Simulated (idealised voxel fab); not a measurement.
The following process module bears the name voxel capacitor over wiring.
FYI the section here is cut, 245 nm wide, cells are 5 nm squares.
In this document a cross-section is written as a grid of square cells. It is given as a series of bands, listed from the top down, and a band is one or more rows of cells. This entry defines a band. It first specifies the height of the band's top and the height of its bottom in nm, and then specifies the band's materials from left to right, stating each material with its width in nm. The word "throughout" identifies a single material that fills the band from edge to edge, while the word "empty" identifies empty space. Beneath 0, the wafer as received is one material, and that level is where height counting begins. The lowest band goes on downward without a bottom; it is written like "top 0, no bottom". So if you see something like "30->40" for the width, read it as the top row of the band sitting at the first number and the bottom row at the second, with every row in between moving by the same amount as the last. When a step is marked "all unchanged", none of the cells in the cross-section changed during that step. The entry titled "Closed void table" provides the empty spaces that have no open way to the top, restricted to those of 8 cells or more. Each is presented as width x height at distance, the distance being measured from the left edge, with all three in nm. Post-settings text on a step line: simulator's own remark regarding the step. You can add "overlay nm" to a step's line. For a step with a mask, it describes how far the mask lay to the right of its planned position, and a negative number describes a lay to the left.
## These are the steps we planned for the process
step 1: RECEIVE: material Si
step 2: CONFORMAL_DEP: material SiO2, thk nm 15
step 3: CONFORMAL_DEP: material SiN, thk nm 5
step 4: DIRECTIONAL_DEP: material SiO2, thk nm 20
step 5: DIRECTIONAL_DEP: material aC, thk nm 10
step 6: PATTERN: tone open, mask id METAL_1, material resist, width nm 25, pitch nm 90, thk nm 25, overlay nm 0
step 7: DIRECTIONAL_ETCH: etch materials aC, depth nm 10
step 8: STRIP: etch materials resist
step 9: DIRECTIONAL_ETCH: etch materials SiO2, depth nm 20
step 10: DIRECTIONAL_ETCH: etch materials SiN, depth nm 5
step 11: STRIP: etch materials aC
step 12: CONFORMAL_DEP: material TiN, thk nm 5
step 13: FILL_DEP: material W, thk nm 10
step 14: CMP: height nm 40
step 15: CONFORMAL_DEP: material SiCN, thk nm 5
step 16: DIRECTIONAL_DEP: material lowk, thk nm 20
step 17: MASKED_ETCH: tone open, mask id PLUG_1, width nm 15, etch materials lowk, depth nm 20, overlay nm 0
step 18: MASKED_ETCH: tone open, mask id PLUG_1, width nm 15, etch materials SiCN, depth nm 5, overlay nm 0
step 19: CONFORMAL_DEP: material TiN, thk nm 5
step 20: FILL_DEP: material W, thk nm 5
step 21: CMP: height nm 65
step 22: DIRECTIONAL_DEP: material TiN, thk nm 10
step 23: DIRECTIONAL_DEP: material HfO2, thk nm 5
step 24: DIRECTIONAL_DEP: material TiN, thk nm 10
step 25: DIRECTIONAL_DEP: material aC, thk nm 15
step 26: PATTERN: tone cover, mask id UPPER_PLATE, material resist, width nm 70, thk nm 30, overlay nm 0
step 27: DIRECTIONAL_ETCH: etch materials aC, depth nm 15
step 28: STRIP: etch materials resist
step 29: DIRECTIONAL_ETCH: etch materials TiN, depth nm 10
step 30: DIRECTIONAL_ETCH: etch materials HfO2, depth nm 5
step 31: STRIP: etch materials aC
step 32: DIRECTIONAL_DEP: material aC, thk nm 15
step 33: PATTERN: tone cover, mask id LOWER_PLATE, material resist, width nm 80, thk nm 30, overlay nm 0
step 34: DIRECTIONAL_ETCH: etch materials aC, depth nm 15
step 35: STRIP: etch materials resist
step 36: DIRECTIONAL_ETCH: etch materials TiN, depth nm 10
step 37: STRIP: etch materials aC
step 38: FILL_DEP: material SiO2, thk nm 15
step 39: CMP: height nm 100
step 40: DIRECTIONAL_DEP: material aC, thk nm 15
step 41: PATTERN: tone open, mask id PLUG_2, material resist, width nm 15, thk nm 35, overlay nm 0
step 42: DIRECTIONAL_ETCH: etch materials aC, depth nm 15
step 43: STRIP: etch materials resist
step 44: DIRECTIONAL_ETCH: etch materials SiO2, depth nm 10
step 45: STRIP: etch materials aC
step 46: CONFORMAL_DEP: material TiN, thk nm 5
step 47: FILL_DEP: material Ru, thk nm 10
step 48: CMP: height nm 100
step 49: CONFORMAL_DEP: material SiN, thk nm 5
## Here's what the wafer looked like in cross-section when it arrived - that's after step 1
    top 0, no bottom = Si throughout
    Closed void table: none
## Wafer at module end, in section. Began as above, planned as above, run with one mistake
    top 105, bottom 100 = SiN throughout
    top 100, bottom 95 = SiO2 85, then TiN 5, then Ru 5, then TiN 5, then SiO2 145
    top 95, bottom 90 = SiO2 85, then TiN 15, then SiO2 145
    top 90, bottom 80 = SiO2 75, then TiN 70, then SiO2 100
    top 80, bottom 75 = SiO2 75, then HfO2 70, then SiO2 100
    top 75, bottom 65 = SiO2 70, then TiN 80, then SiO2 95
    top 65, bottom 45 = lowk 75, then TiN 5, then W 5, then TiN 5, then lowk 155
    top 45, bottom 40 = SiCN 75, then TiN 15, then SiCN 155
    top 40, bottom 35 = SiN 65, then TiN 25, then SiN 65, then TiN 25, then SiN 65
    top 35, bottom 0 = SiO2 throughout
    top 0, no bottom = Si throughout
    Closed void table: none
The plan and the run diverged here: steps 3 and 4: order swapped relative to plan
